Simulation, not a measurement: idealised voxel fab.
The document below concerns the process module designated voxel released beams.
The cross-section shown here is cut; it is 200 nm wide and divided into square cells measuring 5 nm on a side.
Cross-section, as written here: a square-cell grid given band by band from the top down, where a band holds one or more rows of cells.
First you get the band's top height and its bottom height, in nm, and then the materials it's made of, left to right, with each width in nm. If you see a single material with "full width", that one covers the band edge to edge. "blank" is empty space.
Heights are measured from 0, the level below which the as-received wafer is all one material; the lowest band has no bottom and continues downward, written as in "z 0 and below".
The expression "30->40" gives the width at the extremes of the band, the first number at its top row of cells and the second at its bottom row, with the width changing by equal amounts from each row to the next in between.
For the purposes of this document, the phrase "stayed the same" attached to a step denotes that no cell within the cross-section was modified by that step.
Closed voids list: empty space of 8 cells or more with no open way to the top, each as width x height at its distance from the left edge, in nm
The remark found on a step's line after its settings is issued by the simulator itself and pertains to that step.
"overlay nm" answers the question of how far to the right of plan the mask lay on a step that has a mask, and when it is negative the answer is to the left.

Process steps - plan:
step 1: RECEIVE, material Si
step 2: CONFORMAL_DEP, material SiN, thk nm 5
step 3: DIRECTIONAL_DEP, material SiO2, thk nm 15
step 4: DIRECTIONAL_DEP, material aC, thk nm 15
step 5: PATTERN, tone open, mask id ANCHOR, material resist, width nm 45, thk nm 30, overlay nm 0
step 6: DIRECTIONAL_ETCH, etch materials aC, depth nm 15
step 7: STRIP, etch materials resist
step 8: DIRECTIONAL_ETCH, etch materials SiO2, depth nm 15
step 9: STRIP, etch materials aC
step 10: CONFORMAL_DEP, material W, thk nm 15
step 11: PATTERN, tone cover, mask id BEAM, material resist, width nm 90, thk nm 20, overlay nm 0
step 12: DIRECTIONAL_ETCH, etch materials W, depth nm 15
step 13: STRIP, etch materials resist
step 14: STRIP, etch materials SiO2

Cross-section, incoming material, after step 1:
	z 0 and below | Si full width
	Closed voids list: none

First wafer of two, sectioned at end of module; run went per plan:
	z 35 to 20 | blank 50 nm  W 20 nm  blank 15 nm  W 55 nm  blank 60 nm
	z 20 to 5 | blank 55 nm  W 45 nm  blank 100 nm
	z 5 to 0 | SiN full width
	z 0 and below | Si full width
	Closed voids list: none

Second of two wafers, module complete, sectioned: it shares the first wafer's start and plan but was run with one mistake:
	z 30 to 15 | blank 50 nm  W 20 nm  blank 15 nm  W 55 nm  blank 60 nm
	z 15 to 0 | blank 55 nm  W 45 nm  blank 100 nm
	z 0 and below | Si full width
	Closed voids list: none
So what did we get wrong on this run? yeah, step 2 of the plan got skipped, never ran
Wafer comparison, final, in cells, second relative to first, materials more or fewer: 40 fewer of SiN
